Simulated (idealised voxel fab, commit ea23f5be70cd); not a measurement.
process module | voxel released beams
Square cells of 5 nm make up the cross-section cut, whose width is 200 nm.
If you're reading a cross-section in this doc, picture square cells in a grid; it comes to you as bands, top ones listed first down to the bottom, and a band can be one or more rows of cells.
The band entry comprises the height of the band's top followed by the height of its bottom, expressed in nm, and subsequently the band's materials from left to right, each stated together with its width in nm. Where a single material is marked with the word "throughout", that material fills the band from edge to edge. The word "air" represents empty space.
Height 0 is the level under which the wafer as received is all one material. The lowest band goes on downwards, as in "z 0 and below".
Width "30 to 40": first value at the band's top row of cells, second value at its bottom row, equal change from row to row.
Given "no alteration" for a step, no cell of the cross-section differs between before and after that step.
"Enclosed void catalog" lists enclosed empty spaces (at least 8 cells, no open path upward to the top), each as width x height at distance from the left edge, in nm.
Past the settings on a step's line: simulator remark, on that step.
overlay nm: mask right of planned place by this much (step with mask). Neg. = left.

# Set out below are the planned steps of the process
step 1: RECEIVE with material Si
step 2: CONFORMAL_DEP with material SiN, thk nm 5
step 3: DIRECTIONAL_DEP with material SiO2, thk nm 20
step 4: MASKED_ETCH with tone open, mask id ANCHOR, width nm 35, etch materials SiO2, depth nm 20, overlay nm 0
step 5: CONFORMAL_DEP with material TiN, thk nm 15
step 6: DIRECTIONAL_DEP with material aC, thk nm 15
step 7: PATTERN with tone cover, mask id BEAM, material resist, width nm 90, thk nm 30, overlay nm -15
step 8: DIRECTIONAL_ETCH with etch materials aC, depth nm 15
step 9: STRIP with etch materials resist
step 10: DIRECTIONAL_ETCH with etch materials TiN, depth nm 15
step 11: STRIP with etch materials aC
step 12: STRIP with etch materials SiO2
Don't read the plan's overlay nm for step 7 as applying to every wafer: that's the first wafer's value, and the wafers differ in it, though they all start identical.

# Sectional view: first of several wafers, as received, after step 1
z 0 and below  Si throughout
Enclosed void catalog: none

# End of the module, past its last step, step 12: how the first of several wafers looks in cross-section
z 40 to 25  35 of air, then 35 of TiN, then 5 of air, then 50 of TiN, then 75 of air
z 25 to 20  55 of air, then 15 of TiN, then 5 of air, then 15 of TiN, then 110 of air
z 20 to 5  55 of air, then 35 of TiN, then 110 of air
z 5 to 0  SiN throughout
z 0 and below  Si throughout
Enclosed void catalog: none

# Cross-sectional depiction of the last of several wafers upon completion of the module
z 40 to 25  65 of air, then 5 of TiN, then 5 of air, then 80 of TiN, then 45 of air
z 25 to 20  55 of air, then 15 of TiN, then 5 of air, then 15 of TiN, then 110 of air
z 20 to 5  55 of air, then 35 of TiN, then 110 of air
z 5 to 0  SiN throughout
z 0 and below  Si throughout
Enclosed void catalog: none

# The following table contains a row per wafer, in which are reported, at the conclusion of the module, the cells of each material gained (+) or lost (-) since the wafer's receipt, with its closed voids given thereafter
overlay nm -15 | +40 SiN | +78 TiN | Enclosed void catalog: none
overlay nm -10 | +40 SiN | +78 TiN | Enclosed void catalog: none
overlay nm -5 | +40 SiN | +78 TiN | Enclosed void catalog: none
overlay nm 0 | +40 SiN | +78 TiN | Enclosed void catalog: none
overlay nm 5 | +40 SiN | +78 TiN | Enclosed void catalog: none
overlay nm 10 | +40 SiN | +78 TiN | Enclosed void catalog: none
overlay nm 15 | +40 SiN | +78 TiN | Enclosed void catalog: none
